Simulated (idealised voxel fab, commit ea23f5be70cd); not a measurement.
Process module under the name voxel double patterning
Pictured: cross-section cut, 170 nm wide, on a grid of 5 nm square cells.
In what follows, cross-sections appear as grids of square cells, described through bands that run from the top down, where every band is one or more rows of cells.
Quick guide to a band line: top height, bottom height (nm) up front; then every material left to right with its width in nm. Only one material and it's marked "throughout"? Then it fills the band edge to edge. And "empty" just means empty space.
For the purposes of this specification, 0 denotes the height below which the wafer in its as-received condition is composed wholly of one material, and the lowermost band, lacking a lower limit, extends downward without end, as expressed in "0 and below".
Width spec "30..40" -> top row of cells at first value, bottom row at second value, equal per-row change in between.
The cross-section has no changed cell in any step marked "nothing changed".
In the "Enclosed void entries" entry, you get each enclosed empty space of 8 cells or more, one with no open way to the top, written width x height at distance, distance from the left edge, in nm.
Formally, on a step line, whatever follows the settings is a remark that the simulator itself makes on the step.
overlay nm, on a step with a mask: how far to the right of its planned place the mask lay; to the left if negative
Below is the list of planned process steps
1 RECEIVE | material Si
2 CONFORMAL_DEP | material SiO2 | thk nm 5
3 DIRECTIONAL_DEP | material TiN | thk nm 20
4 DIRECTIONAL_DEP | material SiN | thk nm 10
5 MASKED_ETCH | tone open | mask id FIRST | width nm 15 | pitch nm 50 | etch materials SiN | depth nm 10 | overlay nm -15
6 DIRECTIONAL_DEP | material aC | thk nm 10
7 PATTERN | tone open | mask id SECOND | material resist | width nm 15 | thk nm 30 | overlay nm 0
8 DIRECTIONAL_ETCH | etch materials aC | depth nm 10
9 STRIP | etch materials resist
10 DIRECTIONAL_ETCH | etch materials SiN | depth nm 10
11 STRIP | etch materials aC
12 DIRECTIONAL_ETCH | etch materials TiN | depth nm 20
13 STRIP | etch materials SiN
The overlay nm used in step 5 is not the same on every wafer, whereas the starting condition is; the value printed in the plan is the first wafer's.
After step 1, as received: first of several wafers, cross-section
  0 and below = Si throughout
  Enclosed void entries: none
Quick key for the table: a row per wafer, taken at the end of the module. For each material it tells you how many cells the wafer gained (+) or lost (-) since it came in, and the closed voids come after
overlay nm -15, +34 SiO2, +104 TiN, Enclosed void entries: none
overlay nm -10, +34 SiO2, +100 TiN, Enclosed void entries: none
overlay nm -5, +34 SiO2, +100 TiN, Enclosed void entries: none
overlay nm 0, +34 SiO2, +100 TiN, Enclosed void entries: none
overlay nm 5, +34 SiO2, +100 TiN, Enclosed void entries: none
overlay nm 10, +34 SiO2, +100 TiN, Enclosed void entries: none
overlay nm 15, +34 SiO2, +104 TiN, Enclosed void entries: none
